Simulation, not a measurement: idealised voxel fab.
Documented hereafter: the process module known as voxel ribs on slabs.
Cross-section cut spans 260 nm and uses square cells 5 nm in size.
Reading order for cross-sections: top band down to bottom band. Underlying form: a grid of square cells. Band size: one or more rows of cells.
The entry gives the band's vertical extent as a top height and a bottom height in nm, then its horizontal make-up as materials from left to right, each with a width in nm. "air" stands for empty space; a single material marked "edge to edge" fills the band edge to edge.
Height reference: 0 = level under which incoming wafer is all one material. Lowest band: no bottom, runs on downward, e.g. "z 0 and below".
You'd read "30->40" like this: the band's top row of cells is as wide as the first number, its bottom row is as wide as the second, and going down, every row changes width by the same amount as the row before did.
"nothing altered" -> step changed no cross-section cell.
The entry titled "Enclosed void list" provides the empty spaces that have no open way to the top, restricted to those of 8 cells or more. Each is presented as width x height at distance, the distance being measured from the left edge, with all three in nm.
Post-settings text on a step line: simulator's own remark regarding the step.
The "overlay nm" setting may appear on a step's line; for a step that uses a mask, it gives how far to the right of its planned position the mask lay, and a negative value indicates the left.
-- Here's what the planned process steps look like
1) RECEIVE with material Si
2) DIRECTIONAL_DEP with material SiO2, thk nm 20
3) DIRECTIONAL_DEP with material SiN, thk nm 15
4) PATTERN with tone cover, mask id RIB, material resist, width nm 15, thk nm 15, overlay nm 0
5) DIRECTIONAL_ETCH with etch materials SiN, depth nm 5
6) STRIP with etch materials resist
7) DIRECTIONAL_DEP with material aC, thk nm 10
8) PATTERN with tone cover, mask id SLAB, material resist, width nm 65, thk nm 30, overlay nm 0
9) DIRECTIONAL_ETCH with etch materials aC, depth nm 10
10) STRIP with etch materials resist
11) DIRECTIONAL_ETCH with etch materials SiN, depth nm 10
12) STRIP with etch materials aC
13) FILL_DEP with material SiO2, thk nm 15
14) CMP with height nm 45
15) DIRECTIONAL_DEP with material TiN, thk nm 5
16) DIRECTIONAL_DEP with material aC, thk nm 10
17) PATTERN with tone cover, mask id HEATER, material resist, width nm 25, thk nm 25, overlay nm 0
18) DIRECTIONAL_ETCH with etch materials aC, depth nm 10
19) STRIP with etch materials resist
20) DIRECTIONAL_ETCH with etch materials TiN, depth nm 5
21) STRIP with etch materials aC
22) CONFORMAL_DEP with material SiO2, thk nm 10
-- Received-state cross-section, reflecting completion of step 1
  z 0 and below = Si edge to edge
  Enclosed void list: none
-- Cross-section, first of two wafers, end of module, run as planned
  z 60 to 55 = air: 105 / SiO2: 45 / air: 110
  z 55 to 50 = SiO2 edge to edge
  z 50 to 45 = SiO2: 115 / TiN: 25 / SiO2: 120
  z 45 to 35 = SiO2 edge to edge
  z 35 to 30 = SiO2: 120 / SiN: 15 / SiO2: 125
  z 30 to 20 = SiO2: 95 / SiN: 65 / SiO2: 100
  z 20 to 0 = SiO2 edge to edge
  z 0 and below = Si edge to edge
  Enclosed void list: none
-- Cross-sectional image of the second wafer of the two following completion of the module. Starting state and process plan were the same as for the first wafer; one execution error occurred
  z 60 to 55 = air: 105 / SiO2: 45 / air: 110
  z 55 to 50 = SiO2 edge to edge
  z 50 to 45 = SiO2: 115 / TiN: 25 / SiO2: 120
  z 45 to 30 = SiO2 edge to edge
  z 30 to 25 = SiN: 95 / SiO2: 65 / SiN: 100
  z 25 to 20 = SiN: 95 / SiO2: 25 / SiN: 15 / SiO2: 25 / SiN: 100
  z 20 to 0 = SiO2 edge to edge
  z 0 and below = Si edge to edge
  Enclosed void list: none
Nonconformance to the process plan: step 8 went in with a setting other than planned; the actual run was PATTERN with tone open, mask id SLAB, material resist, width nm 65, thk nm 30, overlay nm 0
Bottom line after processing is that, in cells, the second wafer is up or down on some materials versus the first: 52 more of SiN; 52 fewer of SiO2
